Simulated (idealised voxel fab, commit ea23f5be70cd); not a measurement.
process module | voxel spacer lines
cross-section cut | 235 nm wide | cells 5 nm
A cross-section is a grid of square cells, given in bands from the top down. A band is one or more rows of cells.
Each band's line starts with the height of the band's top and of its bottom, in nm. Then come its materials from left to right, each with its width in nm. One material with "throughout" fills the band from edge to edge. "air" is empty space.
Height 0 is the level under which the wafer as received is all one material. The lowest band goes on downwards, as in "0 down".
A width such as "30 to 40" changes by the same amount from each row of cells to the next, from the band's top row to its bottom row.
"no change" after a step means that no cell of the cross-section changed.
closed voids: empty space of 8 cells or more with no open way to the top, each as width x height at its distance from the left edge, in nm
after a step's settings: what the simulator itself notes on the step
overlay nm, on a step with a mask: how far to the right of its planned place the mask lay; to the left if negative
plan
1 op RECEIVE | material Si
2 op CONFORMAL_DEP | material Al2O3 | thk nm 5
3 op DIRECTIONAL_DEP | material W | thk nm 20
4 op DIRECTIONAL_DEP | material polySi | thk nm 30
5 op PATTERN | tone cover | mask id MANDREL | material resist | width nm 20 | pitch nm 60 | thk nm 35 | overlay nm 0
6 op DIRECTIONAL_ETCH | etch materials polySi | depth nm 30
7 op STRIP | etch materials resist
8 op CONFORMAL_DEP | material SiO2 | thk nm 10
9 op DIRECTIONAL_ETCH | etch materials SiO2 | depth nm 10
10 op STRIP | etch materials polySi
11 op DIRECTIONAL_ETCH | etch materials W | depth nm 20
12 op STRIP | etch materials SiO2
13 op FILL_DEP | material SiO2 | thk nm 5
14 op CMP | height nm 25
as received, after step 1
  0 down: Si throughout
  closed voids: none
a wafer at the end: this start, this plan, one mistake
  25 to 5: SiO2 60 | W 10 | SiO2 20 | W 10 | SiO2 20 | W 10 | SiO2 20 | W 10 | SiO2 75
  5 to 0: Al2O3 throughout
  0 down: Si throughout
  closed voids: none
what went wrong: step 5 ran as: op PATTERN | tone cover | mask id MANDREL | material resist | width nm 20 | pitch nm 60 | thk nm 35 | overlay nm -5
